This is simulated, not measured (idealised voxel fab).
Herein follows the process module entitled voxel self aligned contacts.
Square cells of 5 nm make up the cross-section cut, whose width is 185 nm.
In this document a cross-section is written as a grid of square cells. It is given as a series of bands, listed from the top down, and a band is one or more rows of cells.
Each band's line starts with the height of the band's top and of its bottom, in nm. Then come its materials from left to right, each with its width in nm. One material with "everywhere" fills the band from edge to edge. "blank" is empty space.
Height datum 0, below which the as-received substrate wafer is one material. Lowest band open at the bottom, running downward: "z 0 and below".
So if you see something like "30 to 40" for the width, read it as the top row of the band sitting at the first number and the bottom row at the second, with every row in between moving by the same amount as the last.
"no change occurred" for a step: no cell of the cross-section changed in that step.
"Closed void roster" - sealed voids, min. 8 cells, no opening to top; format: width x height at distance (distance from left edge; nm throughout).
Text after the settings on a step's line: the simulator's own remark on that step.
"overlay nm" answers the question of how far to the right of plan the mask lay on a step that has a mask, and when it is negative the answer is to the left.
# Here's what the planned process steps look like
1: RECEIVE, material Si
2: CONFORMAL_DEP, material SiO2, thk nm 5
3: DIRECTIONAL_DEP, material polySi, thk nm 25
4: DIRECTIONAL_DEP, material SiN, thk nm 20
5: PATTERN, tone cover, mask id GATE, material resist, width nm 25, pitch nm 60, thk nm 20, overlay nm 0
6: DIRECTIONAL_ETCH, etch materials SiN, depth nm 20
7: DIRECTIONAL_ETCH, etch materials polySi, depth nm 25
8: STRIP, etch materials resist
9: CONFORMAL_DEP, material SiN, thk nm 5
10: DIRECTIONAL_ETCH, etch materials SiN, depth nm 5
11: FILL_DEP, material SiO2, thk nm 20
12: CMP, height nm 60
13: PATTERN, tone open, mask id CONTACT, material resist, width nm 35, pitch nm 60, thk nm 15, overlay nm 0
14: DIRECTIONAL_ETCH, etch materials SiO2, depth nm 60
15: STRIP, etch materials resist
16: CONFORMAL_DEP, material TiN, thk nm 5
17: FILL_DEP, material Ru, thk nm 10
18: CMP, height nm 60
19: CONFORMAL_DEP, material SiCN, thk nm 5
The width nm used in step 13 is not the same on every wafer, whereas the starting condition is; the value printed in the plan is the first wafer's.
# Here's the first of the wafers in cross-section, just as we got it, i.e. after step 1
> z 0 and below = Si everywhere
> Closed void roster: none
# End of module: cross-section of the first of several wafers after step 19, the last step
> z 65 to 60 = SiCN everywhere
> z 60 to 50 = SiO2 45 nm, TiN 5 to 10 nm, Ru 25 to 15 nm, TiN 5 to 10 nm, SiO2 25 nm, TiN 5 to 10 nm, Ru 25 to 15 nm, TiN 5 to 10 nm, SiO2 45 nm
> z 50 to 30 = SiO2 15 nm, SiN 35 nm, TiN 5 nm, Ru 15 nm, TiN 5 nm, SiN 35 nm, TiN 5 nm, Ru 15 nm, TiN 5 nm, SiN 35 nm, SiO2 15 nm
> z 30 to 5 = SiO2 15 nm, SiN 5 nm, polySi 25 nm, SiN 5 nm, TiN 5 nm, Ru 15 nm, TiN 5 nm, SiN 5 nm, polySi 25 nm, SiN 5 nm, TiN 5 nm, Ru 15 nm, TiN 5 nm, SiN 5 nm, polySi 25 nm, SiN 5 nm, SiO2 15 nm
> z 5 to 0 = SiO2 50 nm, TiN 25 nm, SiO2 35 nm, TiN 25 nm, SiO2 50 nm
> z 0 and below = Si everywhere
> Closed void roster: none
# Final wafer of several, shown in cross-section at the end of the module
> z 65 to 60 = SiCN everywhere
> z 60 to 50 = SiO2 40 nm, TiN 5 to 15 nm, Ru 35 to 15 nm, TiN 5 to 15 nm, SiO2 15 nm, TiN 5 to 15 nm, Ru 35 to 15 nm, TiN 5 to 15 nm, SiO2 40 nm
> z 50 to 30 = SiO2 15 nm, SiN 35 nm, TiN 5 nm, Ru 15 nm, TiN 5 nm, SiN 35 nm, TiN 5 nm, Ru 15 nm, TiN 5 nm, SiN 35 nm, SiO2 15 nm
> z 30 to 5 = SiO2 15 nm, SiN 5 nm, polySi 25 nm, SiN 5 nm, TiN 5 nm, Ru 15 nm, TiN 5 nm, SiN 5 nm, polySi 25 nm, SiN 5 nm, TiN 5 nm, Ru 15 nm, TiN 5 nm, SiN 5 nm, polySi 25 nm, SiN 5 nm, SiO2 15 nm
> z 5 to 0 = SiO2 50 nm, TiN 25 nm, SiO2 35 nm, TiN 25 nm, SiO2 50 nm
> z 0 and below = Si everywhere
> Closed void roster: none
# Tabulated below, wafer by wafer, are the end-of-module results: for each material, the number of cells gained (+) or lost (-) relative to the as-received state, followed by the closed voids
width nm 35; +70 Ru; +37 SiCN; +114 SiN; +127 SiO2; +58 TiN; +75 polySi; Closed void roster: none
width nm 40; +72 Ru; +37 SiCN; +114 SiN; +123 SiO2; +60 TiN; +75 polySi; Closed void roster: none
width nm 45; +74 Ru; +37 SiCN; +114 SiN; +119 SiO2; +62 TiN; +75 polySi; Closed void roster: none
